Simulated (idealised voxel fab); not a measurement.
Documented hereafter: the process module known as voxel transistor to metal.
Cross-section cut spans 290 nm and uses square cells 5 nm in size.
In what follows, cross-sections appear as grids of square cells, described through bands that run from the top down, where every band is one or more rows of cells.
Heights first: top, then bottom, in nm. Then materials, left to right, each with a width in nm. "edge to edge" on a single material: fills the band edge to edge. "blank": empty space.
Beneath 0, the wafer as received is one material, and that level is where height counting begins. The lowest band goes on downward without a bottom; it is written like "from 0 down".
The width entry "30->40" should be interpreted row by row: the top row of cells in the band takes the first number, the bottom row takes the second number, and the change between adjacent rows is uniform throughout.
Key: "remains unaltered" - step with no changed cell in the cross-section.
"Sealed void listing" lists enclosed empty spaces (at least 8 cells, no open path upward to the top), each as width x height at distance from the left edge, in nm.
Anything after a step's settings on that line? It's the simulator's own note about the step.
overlay nm: mask offset rightward from planned place, masked step; negative means leftward offset.
Below you will find pairs of cross-sections. In each, one shows the wafer before one process step and the other after it, with the after view ending at the lowest band that changed. Under each pair is the step separating them, along with its settings. Do not assume the pairs form a chain: they can come from different runs of this module on the same starting wafer, and a pair continues from the pair above it only when its "Pre-step section" entry says so.

Pre-step section
> from 75 to 70 | 40 TiN / 5 blank / 75 TiN / 5 blank / 40 TiN / 5 blank / 75 TiN / 5 blank / 40 TiN
> from 70 to 45 | 35 SiO2 / 5 TiN / 5 blank / 5 TiN / 65 SiO2 / 5 TiN / 5 blank / 5 TiN / 30 SiO2 / 5 TiN / 5 blank / 5 TiN / 65 SiO2 / 5 TiN / 5 blank / 5 TiN / 35 SiO2
> from 45 to 40 | 35 SiCN / 15 TiN / 65 SiCN / 15 TiN / 30 SiCN / 15 TiN / 65 SiCN / 15 TiN / 35 SiCN
> from 40 to 25 | 35 SiO2 / 5 TiN / 5 Ru / 5 TiN / 65 SiO2 / 5 TiN / 5 Ru / 5 TiN / 30 SiO2 / 5 TiN / 5 Ru / 5 TiN / 65 SiO2 / 5 TiN / 5 Ru / 5 TiN / 35 SiO2
> from 25 to 10 | 35 SiO2 / 5 TiN / 5 Ru / 5 TiN / 10 SiO2 / 5 SiN / 5 HfO2 / 5 TiN / 15 W / 5 TiN / 5 HfO2 / 5 SiN / 10 SiO2 / 5 TiN / 5 Ru / 5 TiN / 30 SiO2 / 5 TiN / 5 Ru / 5 TiN / 10 SiO2 / 5 SiN / 5 HfO2 / 5 TiN / 15 W / 5 TiN / 5 HfO2 / 5 SiN / 10 SiO2 / 5 TiN / 5 Ru / 5 TiN / 35 SiO2
> from 10 to 5 | 25 SiO2 / 5 SiN / 5 SiO2 / 5 TiN / 5 Ru / 5 TiN / 10 SiO2 / 5 SiN / 5 HfO2 / 5 TiN / 15 W / 5 TiN / 5 HfO2 / 5 SiN / 10 SiO2 / 5 TiN / 5 Ru / 5 TiN / 5 SiO2 / 5 SiN / 10 SiO2 / 5 SiN / 5 SiO2 / 5 TiN / 5 Ru / 5 TiN / 10 SiO2 / 5 SiN / 5 HfO2 / 5 TiN / 15 W / 5 TiN / 5 HfO2 / 5 SiN / 10 SiO2 / 5 TiN / 5 Ru / 5 TiN / 5 SiO2 / 5 SiN / 25 SiO2
> from 5 to 0 | 25 SiO2 / 5 SiN / 5 SiO2 / 15 TiN / 10 SiO2 / 5 SiN / 5 HfO2 / 25 TiN / 5 HfO2 / 5 SiN / 10 SiO2 / 15 TiN / 5 SiO2 / 5 SiN / 10 SiO2 / 5 SiN / 5 SiO2 / 15 TiN / 10 SiO2 / 5 SiN / 5 HfO2 / 25 TiN / 5 HfO2 / 5 SiN / 10 SiO2 / 15 TiN / 5 SiO2 / 5 SiN / 25 SiO2
> from 0 to -5 | 30 SiO2 / 30 pSi / 45 HfO2 / 30 pSi / 20 SiO2 / 30 pSi / 45 HfO2 / 30 pSi / 30 SiO2
> from -5 to -25 | 30 SiO2 / 105 Si / 20 SiO2 / 105 Si / 30 SiO2
> from -25 down | Si edge to edge
> Sealed void listing: none

Section After Processing
> from 85 to 75 | Ru edge to edge
> from 75 to 70 | 40 TiN / 5 Ru / 75 TiN / 5 Ru / 40 TiN / 5 Ru / 75 TiN / 5 Ru / 40 TiN
> from 70 to 45 | 35 SiO2 / 5 TiN / 5 Ru / 5 TiN / 65 SiO2 / 5 TiN / 5 Ru / 5 TiN / 30 SiO2 / 5 TiN / 5 Ru / 5 TiN / 65 SiO2 / 5 TiN / 5 Ru / 5 TiN / 35 SiO2
> Under 45: no change, same as before.
> Sealed void listing: none
Between the two cross-sections above, the process step reads FILL_DEP,material Ru,thk nm 10

Pre-step section: It is represented by the cross-section appearing after the step of the pair directly above.

Section After Processing
> from 70 to 45 | 35 SiO2 / 5 TiN / 5 Ru / 5 TiN / 65 SiO2 / 5 TiN / 5 Ru / 5 TiN / 30 SiO2 / 5 TiN / 5 Ru / 5 TiN / 65 SiO2 / 5 TiN / 5 Ru / 5 TiN / 35 SiO2
> Under 45: no change, same as before.
> Sealed void listing: none
Between the two cross-sections above, the process step reads CMP,height nm 70

Pre-step section: It is represented by the cross-section appearing after the step of the pair directly above.

Section After Processing
> from 75 to 70 | SiCN edge to edge
> Under 70: no change, same as before.
> Sealed void listing: none
Between the two cross-sections above, the process step reads CONFORMAL_DEP,material SiCN,thk nm 5

Pre-step section
> from 85 to 75 | Ru edge to edge
> from 75 to 70 | 40 TiN / 5 Ru / 75 TiN / 5 Ru / 40 TiN / 5 Ru / 75 TiN / 5 Ru / 40 TiN
> from 70 to 45 | 35 SiO2 / 5 TiN / 5 Ru / 5 TiN / 65 SiO2 / 5 TiN / 5 Ru / 5 TiN / 30 SiO2 / 5 TiN / 5 Ru / 5 TiN / 65 SiO2 / 5 TiN / 5 Ru / 5 TiN / 35 SiO2
> from 45 to 40 | 35 SiCN / 15 TiN / 65 SiCN / 15 TiN / 30 SiCN / 15 TiN / 65 SiCN / 15 TiN / 35 SiCN
> from 40 to 25 | 35 SiO2 / 5 TiN / 5 Ru / 5 TiN / 65 SiO2 / 5 TiN / 5 Ru / 5 TiN / 30 SiO2 / 5 TiN / 5 Ru / 5 TiN / 65 SiO2 / 5 TiN / 5 Ru / 5 TiN / 35 SiO2
> from 25 to 10 | 35 SiO2 / 5 TiN / 5 Ru / 5 TiN / 10 SiO2 / 5 SiN / 5 HfO2 / 5 TiN / 15 W / 5 TiN / 5 HfO2 / 5 SiN / 10 SiO2 / 5 TiN / 5 Ru / 5 TiN / 30 SiO2 / 5 TiN / 5 Ru / 5 TiN / 10 SiO2 / 5 SiN / 5 HfO2 / 5 TiN / 15 W / 5 TiN / 5 HfO2 / 5 SiN / 10 SiO2 / 5 TiN / 5 Ru / 5 TiN / 35 SiO2
> from 10 to 5 | 25 SiO2 / 5 SiN / 5 SiO2 / 5 TiN / 5 Ru / 5 TiN / 10 SiO2 / 5 SiN / 5 HfO2 / 5 TiN / 15 W / 5 TiN / 5 HfO2 / 5 SiN / 10 SiO2 / 5 TiN / 5 Ru / 5 TiN / 5 SiO2 / 5 SiN / 10 SiO2 / 5 SiN / 5 SiO2 / 5 TiN / 5 Ru / 5 TiN / 10 SiO2 / 5 SiN / 5 HfO2 / 5 TiN / 15 W / 5 TiN / 5 HfO2 / 5 SiN / 10 SiO2 / 5 TiN / 5 Ru / 5 TiN / 5 SiO2 / 5 SiN / 25 SiO2
> from 5 to 0 | 25 SiO2 / 5 SiN / 5 SiO2 / 15 TiN / 10 SiO2 / 5 SiN / 5 HfO2 / 25 TiN / 5 HfO2 / 5 SiN / 10 SiO2 / 15 TiN / 5 SiO2 / 5 SiN / 10 SiO2 / 5 SiN / 5 SiO2 / 15 TiN / 10 SiO2 / 5 SiN / 5 HfO2 / 25 TiN / 5 HfO2 / 5 SiN / 10 SiO2 / 15 TiN / 5 SiO2 / 5 SiN / 25 SiO2
> from 0 to -5 | 30 SiO2 / 30 pSi / 45 HfO2 / 30 pSi / 20 SiO2 / 30 pSi / 45 HfO2 / 30 pSi / 30 SiO2
> from -5 to -25 | 30 SiO2 / 105 Si / 20 SiO2 / 105 Si / 30 SiO2
> from -25 down | Si edge to edge
> Sealed void listing: none

Section After Processing
> from 90 to 85 | SiCN edge to edge
> Under 85: no change, same as before.
> Sealed void listing: none
Between the two cross-sections above, the process step reads CONFORMAL_DEP,material SiCN,thk nm 5

Pre-step section
> from 35 to 20 | 30 blank / 105 resist / 20 blank / 105 resist / 30 blank
> from 20 to 5 | 30 blank / 105 SiN / 20 blank / 105 SiN / 30 blank
> from 5 to 0 | 30 blank / 105 SiO2 / 20 blank / 105 SiO2 / 30 blank
> from 0 to -25 | 30 blank / 105 Si / 20 blank / 105 Si / 30 blank
> from -25 down | Si edge to edge
> Sealed void listing: none

Section After Processing
> from 35 to 20 | 30 blank / 105 resist / 20 blank / 105 resist / 30 blank
> from 20 to 5 | 30 blank / 105 SiN / 20 blank / 105 SiN / 30 blank
> from 5 to 0 | 30 blank / 105 SiO2 / 20 blank / 105 SiO2 / 30 blank
> from 0 to -50 | 30 blank / 105 Si / 20 blank / 105 Si / 30 blank
> Under -50: no change, same as before.
> Sealed void listing: none
Between the two cross-sections above, the process step reads DIRECTIONAL_ETCH,etch materials Si,depth nm 25

Pre-step section: It is represented by the cross-section appearing after the step of the pair directly above.

Section After Processing
> from 20 to 5 | 30 blank / 105 SiN / 20 blank / 105 SiN / 30 blank
> Under 5: no change, same as before.
> Sealed void listing: none
Between the two cross-sections above, the process step reads STRIP,etch materials resist

Pre-step section: It is represented by the cross-section appearing after the step of the pair directly above.

Section After Processing
> from 35 to 20 | SiO2 edge to edge
> from 20 to 5 | 30 SiO2 / 105 SiN / 20 SiO2 / 105 SiN / 30 SiO2
> from 5 to 0 | SiO2 edge to edge
> from 0 to -50 | 30 SiO2 / 105 Si / 20 SiO2 / 105 Si / 30 SiO2
> Under -50: no change, same as before.
> Sealed void listing: none
Between the two cross-sections above, the process step reads FILL_DEP,material SiO2,thk nm 15

Pre-step section: It is represented by the cross-section appearing after the step of the pair directly above.

Section After Processing
> from 20 to 5 | 30 SiO2 / 105 SiN / 20 SiO2 / 105 SiN / 30 SiO2
> Under 5: no change, same as before.
> Sealed void listing: none
Between the two cross-sections above, the process step reads CMP,height nm 20

Pre-step section: It is represented by the cross-section appearing after the step of the pair directly above.

Section After Processing
> from 20 to 15 | 30 blank / 105 SiN / 20 blank / 105 SiN / 30 blank
> Under 15: no change, same as before.
> Sealed void listing: none
Between the two cross-sections above, the process step reads SELECTIVE_ETCH,etch materials SiO2,depth nm 5

Pre-step section: It is represented by the cross-section appearing after the step of the pair directly above.

Section After Processing
> from 15 to 5 | 30 SiO2 / 105 blank / 20 SiO2 / 105 blank / 30 SiO2
> Under 5: no change, same as before.
> Sealed void listing: none
Between the two cross-sections above, the process step reads STRIP,etch materials SiN

Pre-step section: It is represented by the cross-section appearing after the step of the pair directly above.

Section After Processing
> from 10 to 0 | 25 SiO2 / 115 blank / 10 SiO2 / 115 blank / 25 SiO2
> Under 0: no change, same as before.
> Sealed void listing: none
Between the two cross-sections above, the process step reads SELECTIVE_ETCH,etch materials SiO2,depth nm 5

Pre-step section: It is represented by the cross-section appearing after the step of the pair directly above.

Section After Processing
> from 10 to 0 | 25 SiO2 / 115 blank / 10 SiO2 / 115 blank / 25 SiO2
> from 0 to -5 | SiO2 edge to edge
> Under -5: no change, same as before.
> Sealed void listing: none
Between the two cross-sections above, the process step reads OXIDIZE,depth nm 5

Pre-step section: It is represented by the cross-section appearing after the step of the pair directly above.

Section After Processing
> from 40 to 30 | 25 polySi / 115 blank / 10 polySi / 115 blank / 25 polySi
> from 30 to 10 | polySi edge to edge
> from 10 to 0 | 25 SiO2 / 115 polySi / 10 SiO2 / 115 polySi / 25 SiO2
> Under 0: no change, same as before.
> Sealed void listing: none
Between the two cross-sections above, the process step reads DIRECTIONAL_DEP,material polySi,thk nm 30

Pre-step section: It is represented by the cross-section appearing after the step of the pair directly above.

Section After Processing
> from 55 to 45 | 25 SiCN / 115 blank / 10 SiCN / 115 blank / 25 SiCN
> from 45 to 40 | SiCN edge to edge
> from 40 to 30 | 25 polySi / 115 SiCN / 10 polySi / 115 SiCN / 25 polySi
> Under 30: no change, same as before.
> Sealed void listing: none
Between the two cross-sections above, the process step reads DIRECTIONAL_DEP,material SiCN,thk nm 15

Pre-step section: It is represented by the cross-section appearing after the step of the pair directly above.

Section After Processing
> from 70 to 55 | 65 blank / 35 resist / 90 blank / 35 resist / 65 blank
> from 55 to 45 | 25 SiCN / 40 blank / 35 resist / 40 blank / 10 SiCN / 40 blank / 35 resist / 40 blank / 25 SiCN
> Under 45: no change, same as before.
> Sealed void listing: none
Between the two cross-sections above, the process step reads PATTERN,tone cover,mask id GATE,material resist,width nm 35,pitch nm 125,thk nm 15,overlay nm 0

Pre-step section: It is represented by the cross-section appearing after the step of the pair directly above.

Section After Processing
> from 70 to 45 | 65 blank / 35 resist / 90 blank / 35 resist / 65 blank
> from 45 to 40 | 65 blank / 35 SiCN / 90 blank / 35 SiCN / 65 blank
> from 40 to 30 | 25 polySi / 40 blank / 35 SiCN / 40 blank / 10 polySi / 40 blank / 35 SiCN / 40 blank / 25 polySi
> Under 30: no change, same as before.
> Sealed void listing: none
Between the two cross-sections above, the process step reads DIRECTIONAL_ETCH,etch materials SiCN,depth nm 25

Pre-step section: It is represented by the cross-section appearing after the step of the pair directly above.

Section After Processing
> from 70 to 45 | 65 blank / 35 resist / 90 blank / 35 resist / 65 blank
> from 45 to 30 | 65 blank / 35 SiCN / 90 blank / 35 SiCN / 65 blank
> from 30 to 10 | 65 blank / 35 polySi / 90 blank / 35 polySi / 65 blank
> from 10 to 0 | 25 SiO2 / 40 blank / 35 polySi / 40 blank / 10 SiO2 / 40 blank / 35 polySi / 40 blank / 25 SiO2
> Under 0: no change, same as before.
> Sealed void listing: none
Between the two cross-sections above, the process step reads DIRECTIONAL_ETCH,etch materials polySi,depth nm 40

Pre-step section: It is represented by the cross-section appearing after the step of the pair directly above.

Section After Processing
> from 45 to 30 | 65 blank / 35 SiCN / 90 blank / 35 SiCN / 65 blank
> Under 30: no change, same as before.
> Sealed void listing: none
Between the two cross-sections above, the process step reads STRIP,etch materials resist

Pre-step section: It is represented by the cross-section appearing after the step of the pair directly above.

Section After Processing
> from 50 to 45 | 60 blank / 45 SiN / 80 blank / 45 SiN / 60 blank
> from 45 to 30 | 60 blank / 5 SiN / 35 SiCN / 5 SiN / 80 blank / 5 SiN / 35 SiCN / 5 SiN / 60 blank
> from 30 to 15 | 60 blank / 5 SiN / 35 polySi / 5 SiN / 80 blank / 5 SiN / 35 polySi / 5 SiN / 60 blank
> from 15 to 10 | 30 SiN / 30 blank / 5 SiN / 35 polySi / 5 SiN / 30 blank / 20 SiN / 30 blank / 5 SiN / 35 polySi / 5 SiN / 30 blank / 30 SiN
> from 10 to 5 | 25 SiO2 / 5 SiN / 30 blank / 5 SiN / 35 polySi / 5 SiN / 30 blank / 5 SiN / 10 SiO2 / 5 SiN / 30 blank / 5 SiN / 35 polySi / 5 SiN / 30 blank / 5 SiN / 25 SiO2
> from 5 to 0 | 25 SiO2 / 40 SiN / 35 polySi / 40 SiN / 10 SiO2 / 40 SiN / 35 polySi / 40 SiN / 25 SiO2
> Under 0: no change, same as before.
> Sealed void listing: none
Between the two cross-sections above, the process step reads CONFORMAL_DEP,material SiN,thk nm 5

Pre-step section: It is represented by the cross-section appearing after the step of the pair directly above.

Section After Processing
> from 45 to 30 | 60 blank / 5 SiN / 35 SiCN / 5 SiN / 80 blank / 5 SiN / 35 SiCN / 5 SiN / 60 blank
> from 30 to 10 | 60 blank / 5 SiN / 35 polySi / 5 SiN / 80 blank / 5 SiN / 35 polySi / 5 SiN / 60 blank
> from 10 to 0 | 25 SiO2 / 5 SiN / 30 blank / 5 SiN / 35 polySi / 5 SiN / 30 blank / 5 SiN / 10 SiO2 / 5 SiN / 30 blank / 5 SiN / 35 polySi / 5 SiN / 30 blank / 5 SiN / 25 SiO2
> Under 0: no change, same as before.
> Sealed void listing: none
Between the two cross-sections above, the process step reads DIRECTIONAL_ETCH,etch materials SiN,depth nm 5

Pre-step section: It is represented by the cross-section appearing after the step of the pair directly above.

Section After Processing
> from 45 to 30 | 60 blank / 5 SiN / 35 SiCN / 5 SiN / 80 blank / 5 SiN / 35 SiCN / 5 SiN / 60 blank
> from 30 to 10 | 60 blank / 5 SiN / 35 polySi / 5 SiN / 80 blank / 5 SiN / 35 polySi / 5 SiN / 60 blank
> from 10 to 5 | 25 blank / 5 SiN / 30 blank / 5 SiN / 35 polySi / 5 SiN / 30 blank / 5 SiN / 10 blank / 5 SiN / 30 blank / 5 SiN / 35 polySi / 5 SiN / 30 blank / 5 SiN / 25 blank
> from 5 to 0 | 25 SiO2 / 5 SiN / 30 blank / 5 SiN / 35 polySi / 5 SiN / 30 blank / 5 SiN / 10 SiO2 / 5 SiN / 30 blank / 5 SiN / 35 polySi / 5 SiN / 30 blank / 5 SiN / 25 SiO2
> from 0 to -5 | 30 SiO2 / 30 blank / 45 SiO2 / 30 blank / 20 SiO2 / 30 blank / 45 SiO2 / 30 blank / 30 SiO2
> Under -5: no change, same as before.
> Sealed void listing: none
Between the two cross-sections above, the process step reads DIRECTIONAL_ETCH,etch materials SiO2,depth nm 5

Pre-step section: It is represented by the cross-section appearing after the step of the pair directly above.

Section After Processing
> from 45 to 30 | 60 blank / 5 SiN / 35 SiCN / 5 SiN / 80 blank / 5 SiN / 35 SiCN / 5 SiN / 60 blank
> from 30 to 10 | 60 blank / 5 SiN / 35 polySi / 5 SiN / 80 blank / 5 SiN / 35 polySi / 5 SiN / 60 blank
> from 10 to 5 | 25 blank / 5 SiN / 30 blank / 5 SiN / 35 polySi / 5 SiN / 30 blank / 5 SiN / 10 blank / 5 SiN / 30 blank / 5 SiN / 35 polySi / 5 SiN / 30 blank / 5 SiN / 25 blank
> from 5 to 0 | 25 SiO2 / 5 SiN / 30 blank / 5 SiN / 35 polySi / 5 SiN / 30 blank / 5 SiN / 10 SiO2 / 5 SiN / 30 blank / 5 SiN / 35 polySi / 5 SiN / 30 blank / 5 SiN / 25 SiO2
> from 0 to -5 | 30 SiO2 / 30 pSi / 45 SiO2 / 30 pSi / 20 SiO2 / 30 pSi / 45 SiO2 / 30 pSi / 30 SiO2
> Under -5: no change, same as before.
> Sealed void listing: none
Between the two cross-sections above, the process step reads EPI,material pSi,thk nm 5

Pre-step section: It is represented by the cross-section appearing after the step of the pair directly above.

Section After Processing
> from 55 to 45 | SiO2 edge to edge
> from 45 to 30 | 60 SiO2 / 5 SiN / 35 SiCN / 5 SiN / 80 SiO2 / 5 SiN / 35 SiCN / 5 SiN / 60 SiO2
> from 30 to 10 | 60 SiO2 / 5 SiN / 35 polySi / 5 SiN / 80 SiO2 / 5 SiN / 35 polySi / 5 SiN / 60 SiO2
> from 10 to 0 | 25 SiO2 / 5 SiN / 30 SiO2 / 5 SiN / 35 polySi / 5 SiN / 30 SiO2 / 5 SiN / 10 SiO2 / 5 SiN / 30 SiO2 / 5 SiN / 35 polySi / 5 SiN / 30 SiO2 / 5 SiN / 25 SiO2
> Under 0: no change, same as before.
> Sealed void listing: none
Between the two cross-sections above, the process step reads FILL_DEP,material SiO2,thk nm 10

Pre-step section: It is represented by the cross-section appearing after the step of the pair directly above.

Section After Processing
> from 30 to 10 | 60 SiO2 / 5 SiN / 35 polySi / 5 SiN / 80 SiO2 / 5 SiN / 35 polySi / 5 SiN / 60 SiO2
> Under 10: no change, same as before.
> Sealed void listing: none
Between the two cross-sections above, the process step reads CMP,height nm 30

Pre-step section: It is represented by the cross-section appearing after the step of the pair directly above.

Section After Processing
> from 30 to 10 | 60 SiO2 / 5 SiN / 35 blank / 5 SiN / 80 SiO2 / 5 SiN / 35 blank / 5 SiN / 60 SiO2
> from 10 to 0 | 25 SiO2 / 5 SiN / 30 SiO2 / 5 SiN / 35 blank / 5 SiN / 30 SiO2 / 5 SiN / 10 SiO2 / 5 SiN / 30 SiO2 / 5 SiN / 35 blank / 5 SiN / 30 SiO2 / 5 SiN / 25 SiO2
> Under 0: no change, same as before.
> Sealed void listing: none
Between the two cross-sections above, the process step reads STRIP,etch materials polySi

Pre-step section: It is represented by the cross-section appearing after the step of the pair directly above.

Section After Processing
> from 30 to 25 | 60 blank / 5 SiN / 35 blank / 5 SiN / 80 blank / 5 SiN / 35 blank / 5 SiN / 60 blank
> from 25 to 10 | 60 SiO2 / 5 SiN / 35 blank / 5 SiN / 80 SiO2 / 5 SiN / 35 blank / 5 SiN / 60 SiO2
> from 10 to 0 | 25 SiO2 / 5 SiN / 30 SiO2 / 5 SiN / 35 blank / 5 SiN / 30 SiO2 / 5 SiN / 10 SiO2 / 5 SiN / 30 SiO2 / 5 SiN / 35 blank / 5 SiN / 30 SiO2 / 5 SiN / 25 SiO2
> from 0 to -5 | 30 SiO2 / 30 pSi / 45 blank / 30 pSi / 20 SiO2 / 30 pSi / 45 blank / 30 pSi / 30 SiO2
> Under -5: no change, same as before.
> Sealed void listing: none
Between the two cross-sections above, the process step reads SELECTIVE_ETCH,etch materials SiO2,depth nm 5

Pre-step section: It is represented by the cross-section appearing after the step of the pair directly above.

Section After Processing
> from 35 to 30 | 55 blank / 15 HfO2 / 25 blank / 15 HfO2 / 70 blank / 15 HfO2 / 25 blank / 15 HfO2 / 55 blank
> from 30 to 25 | 60 HfO2 / 5 SiN / 5 HfO2 / 25 blank / 5 HfO2 / 5 SiN / 80 HfO2 / 5 SiN / 5 HfO2 / 25 blank / 5 HfO2 / 5 SiN / 60 HfO2
> from 25 to 10 | 60 SiO2 / 5 SiN / 5 HfO2 / 25 blank / 5 HfO2 / 5 SiN / 80 SiO2 / 5 SiN / 5 HfO2 / 25 blank / 5 HfO2 / 5 SiN / 60 SiO2
> from 10 to 0 | 25 SiO2 / 5 SiN / 30 SiO2 / 5 SiN / 5 HfO2 / 25 blank / 5 HfO2 / 5 SiN / 30 SiO2 / 5 SiN / 10 SiO2 / 5 SiN / 30 SiO2 / 5 SiN / 5 HfO2 / 25 blank / 5 HfO2 / 5 SiN / 30 SiO2 / 5 SiN / 25 SiO2
> from 0 to -5 | 30 SiO2 / 30 pSi / 45 HfO2 / 30 pSi / 20 SiO2 / 30 pSi / 45 HfO2 / 30 pSi / 30 SiO2
> Under -5: no change, same as before.
> Sealed void listing: none
Between the two cross-sections above, the process step reads CONFORMAL_DEP,material HfO2,thk nm 5

Pre-step section: It is represented by the cross-section appearing after the step of the pair directly above.

Section After Processing
> from 40 to 35 | 50 blank / 25 TiN / 15 blank / 25 TiN / 60 blank / 25 TiN / 15 blank / 25 TiN / 50 blank
> from 35 to 30 | 55 TiN / 15 HfO2 / 5 TiN / 15 blank / 5 TiN / 15 HfO2 / 70 TiN / 15 HfO2 / 5 TiN / 15 blank / 5 TiN / 15 HfO2 / 55 TiN
> from 30 to 25 | 60 HfO2 / 5 SiN / 5 HfO2 / 5 TiN / 15 blank / 5 TiN / 5 HfO2 / 5 SiN / 80 HfO2 / 5 SiN / 5 HfO2 / 5 TiN / 15 blank / 5 TiN / 5 HfO2 / 5 SiN / 60 HfO2
> from 25 to 10 | 60 SiO2 / 5 SiN / 5 HfO2 / 5 TiN / 15 blank / 5 TiN / 5 HfO2 / 5 SiN / 80 SiO2 / 5 SiN / 5 HfO2 / 5 TiN / 15 blank / 5 TiN / 5 HfO2 / 5 SiN / 60 SiO2
> from 10 to 5 | 25 SiO2 / 5 SiN / 30 SiO2 / 5 SiN / 5 HfO2 / 5 TiN / 15 blank / 5 TiN / 5 HfO2 / 5 SiN / 30 SiO2 / 5 SiN / 10 SiO2 / 5 SiN / 30 SiO2 / 5 SiN / 5 HfO2 / 5 TiN / 15 blank / 5 TiN / 5 HfO2 / 5 SiN / 30 SiO2 / 5 SiN / 25 SiO2
> from 5 to 0 | 25 SiO2 / 5 SiN / 30 SiO2 / 5 SiN / 5 HfO2 / 25 TiN / 5 HfO2 / 5 SiN / 30 SiO2 / 5 SiN / 10 SiO2 / 5 SiN / 30 SiO2 / 5 SiN / 5 HfO2 / 25 TiN / 5 HfO2 / 5 SiN / 30 SiO2 / 5 SiN / 25 SiO2
> Under 0: no change, same as before.
> Sealed void listing: none
Between the two cross-sections above, the process step reads CONFORMAL_DEP,material TiN,thk nm 5

Pre-step section: It is represented by the cross-section appearing after the step of the pair directly above.

Section After Processing
> from 45 to 40 | W edge to edge
> from 40 to 35 | 50 W / 25 TiN / 15 W / 25 TiN / 60 W / 25 TiN / 15 W / 25 TiN / 50 W
> from 35 to 30 | 55 TiN / 15 HfO2 / 5 TiN / 15 W / 5 TiN / 15 HfO2 / 70 TiN / 15 HfO2 / 5 TiN / 15 W / 5 TiN / 15 HfO2 / 55 TiN
> from 30 to 25 | 60 HfO2 / 5 SiN / 5 HfO2 / 5 TiN / 15 W / 5 TiN / 5 HfO2 / 5 SiN / 80 HfO2 / 5 SiN / 5 HfO2 / 5 TiN / 15 W / 5 TiN / 5 HfO2 / 5 SiN / 60 HfO2
> from 25 to 10 | 60 SiO2 / 5 SiN / 5 HfO2 / 5 TiN / 15 W / 5 TiN / 5 HfO2 / 5 SiN / 80 SiO2 / 5 SiN / 5 HfO2 / 5 TiN / 15 W / 5 TiN / 5 HfO2 / 5 SiN / 60 SiO2
> from 10 to 5 | 25 SiO2 / 5 SiN / 30 SiO2 / 5 SiN / 5 HfO2 / 5 TiN / 15 W / 5 TiN / 5 HfO2 / 5 SiN / 30 SiO2 / 5 SiN / 10 SiO2 / 5 SiN / 30 SiO2 / 5 SiN / 5 HfO2 / 5 TiN / 15 W / 5 TiN / 5 HfO2 / 5 SiN / 30 SiO2 / 5 SiN / 25 SiO2
> Under 5: no change, same as before.
> Sealed void listing: none
Between the two cross-sections above, the process step reads FILL_DEP,material W,thk nm 5

Pre-step section: It is represented by the cross-section appearing after the step of the pair directly above.

Section After Processing
> from 25 to 10 | 60 SiO2 / 5 SiN / 5 HfO2 / 5 TiN / 15 W / 5 TiN / 5 HfO2 / 5 SiN / 80 SiO2 / 5 SiN / 5 HfO2 / 5 TiN / 15 W / 5 TiN / 5 HfO2 / 5 SiN / 60 SiO2
> Under 10: no change, same as before.
> Sealed void listing: none
Between the two cross-sections above, the process step reads CMP,height nm 25

Pre-step section: It is represented by the cross-section appearing after the step of the pair directly above.

Section After Processing
> from 40 to 25 | SiO2 edge to edge
> Under 25: no change, same as before.
> Sealed void listing: none
Between the two cross-sections above, the process step reads DIRECTIONAL_DEP,material SiO2,thk nm 15

Pre-step section: It is represented by the cross-section appearing after the step of the pair directly above.

Section After Processing
> from 40 to 25 | 35 SiO2 / 15 blank / 65 SiO2 / 15 blank / 30 SiO2 / 15 blank / 65 SiO2 / 15 blank / 35 SiO2
> from 25 to 10 | 35 SiO2 / 15 blank / 10 SiO2 / 5 SiN / 5 HfO2 / 5 TiN / 15 W / 5 TiN / 5 HfO2 / 5 SiN / 10 SiO2 / 15 blank / 30 SiO2 / 15 blank / 10 SiO2 / 5 SiN / 5 HfO2 / 5 TiN / 15 W / 5 TiN / 5 HfO2 / 5 SiN / 10 SiO2 / 15 blank / 35 SiO2
> from 10 to 5 | 25 SiO2 / 5 SiN / 5 SiO2 / 15 blank / 10 SiO2 / 5 SiN / 5 HfO2 / 5 TiN / 15 W / 5 TiN / 5 HfO2 / 5 SiN / 10 SiO2 / 15 blank / 5 SiO2 / 5 SiN / 10 SiO2 / 5 SiN / 5 SiO2 / 15 blank / 10 SiO2 / 5 SiN / 5 HfO2 / 5 TiN / 15 W / 5 TiN / 5 HfO2 / 5 SiN / 10 SiO2 / 15 blank / 5 SiO2 / 5 SiN / 25 SiO2
> from 5 to 0 | 25 SiO2 / 5 SiN / 5 SiO2 / 15 blank / 10 SiO2 / 5 SiN / 5 HfO2 / 25 TiN / 5 HfO2 / 5 SiN / 10 SiO2 / 15 blank / 5 SiO2 / 5 SiN / 10 SiO2 / 5 SiN / 5 SiO2 / 15 blank / 10 SiO2 / 5 SiN / 5 HfO2 / 25 TiN / 5 HfO2 / 5 SiN / 10 SiO2 / 15 blank / 5 SiO2 / 5 SiN / 25 SiO2
> Under 0: no change, same as before.
> Sealed void listing: none
Between the two cross-sections above, the process step reads MASKED_ETCH,tone open,mask id CONTACT,width nm 15,etch materials SiO2,depth nm 40,overlay nm 0
